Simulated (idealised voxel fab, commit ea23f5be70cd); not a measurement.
Title: Process Module voxel self aligned contacts
Pictured: cross-section cut, 205 nm wide, on a grid of 5 nm square cells.
Square cells in a grid make up a cross-section in this document, and the grid is given as bands, listed from the top down, each one or more rows of cells.
Within each band entry, the heights of the top and of the bottom of the band appear first, in that order and in nm; the materials of the band then follow from left to right, each with its corresponding width in nm. The designation "full width" on a single material indicates that it fills the band from edge to edge; the designation "air" indicates empty space.
We count height from 0. Below that, the starting wafer is all one material. The lowest band never ends at the bottom but goes on down; see "0 -> down" for how that is written.
Quick explanation for "30->40": the width changes in equal steps down the rows of cells, from the first number in the band's top row to the second number in its bottom row.
Any step labelled "all unchanged" changed none of the cells in the cross-section.
Each empty space that has no open way to the top and spans at least 8 cells appears under "Enclosed internal cavities" as width x height at distance, the distance counted from the left edge, all in nm.
Heads up: the bit after the settings on a step's line is the simulator's remark on that step.
If you see "overlay nm" on a step's line and that step has a mask, it's telling you how far right of where it was planned the mask ended up; a negative number means it went left instead.
Steps in the process plan
1) RECEIVE [material Si]
2) CONFORMAL_DEP [material SiO2] [thk nm 5]
3) DIRECTIONAL_DEP [material polySi] [thk nm 20]
4) DIRECTIONAL_DEP [material SiN] [thk nm 15]
5) MASKED_ETCH [tone cover] [mask id GATE] [width nm 30] [pitch nm 65] [etch materials SiN] [depth nm 15] [overlay nm 0]
6) MASKED_ETCH [tone cover] [mask id GATE] [width nm 30] [pitch nm 65] [etch materials polySi] [depth nm 20] [overlay nm 0]
7) CONFORMAL_DEP [material SiN] [thk nm 5]
8) DIRECTIONAL_ETCH [etch materials SiN] [depth nm 5]
9) FILL_DEP [material SiO2] [thk nm 20]
10) CMP [height nm 50]
11) DIRECTIONAL_DEP [material aC] [thk nm 10]
12) PATTERN [tone open] [mask id CONTACT] [material resist] [width nm 45] [thk nm 25] [overlay nm 0]
13) DIRECTIONAL_ETCH [etch materials aC] [depth nm 10]
14) STRIP [etch materials resist]
15) DIRECTIONAL_ETCH [etch materials SiO2] [depth nm 50]
16) STRIP [etch materials aC]
17) CONFORMAL_DEP [material TiN] [thk nm 5]
18) FILL_DEP [material W] [thk nm 10]
19) CMP [height nm 50]
20) CONFORMAL_DEP [material SiN] [thk nm 5]
Wafer at receipt (post step 1), cross-section
* 0 -> down  Si full width
* Enclosed internal cavities: none
As-planned run: cross-section of the first of two wafers at end of module
* 55 -> 50  SiN full width
* 50 -> 40  SiO2: 80, TiN: 5->15, W: 35->15, TiN: 5->15, SiO2: 80
* 40 -> 25  SiO2: 50, SiN: 40, TiN: 5, W: 15, TiN: 5, SiN: 40, SiO2: 50
* 25 -> 5  SiO2: 50, SiN: 5, polySi: 30, SiN: 5, TiN: 5, W: 15, TiN: 5, SiN: 5, polySi: 30, SiN: 5, SiO2: 50
* 5 -> 0  SiO2: 90, TiN: 25, SiO2: 90
* 0 -> down  Si full width
* Enclosed internal cavities: none
Second of two wafers, module complete, sectioned: it shares the first wafer's start and plan but was run with one mistake
* 55 -> 50  SiN full width
* 50 -> 40  SiO2: 80, TiN: 5, W: 35, TiN: 5, SiO2: 80
* 40 -> 35  SiO2: 80, TiN: 15, W: 15, TiN: 15, SiO2: 80
* 35 -> 20  SiO2: 50, SiN: 40, TiN: 5, W: 15, TiN: 5, SiN: 40, SiO2: 50
* 20 -> 5  SiO2: 50, SiN: 5, polySi: 30, SiN: 5, TiN: 5, W: 15, TiN: 5, SiN: 5, polySi: 30, SiN: 5, SiO2: 50
* 5 -> 0  SiO2: 50, SiN: 5, polySi: 30, SiN: 5, TiN: 25, SiN: 5, polySi: 30, SiN: 5, SiO2: 50
* 0 -> down  Si full width
* Enclosed internal cavities: none
Plan not followed: execution of step 2 of the plan did not take place, the step having been omitted
FYI, end of process, the second wafer has more or fewer cells of some materials than the first: SiO2: 4 fewer | W: 4 more
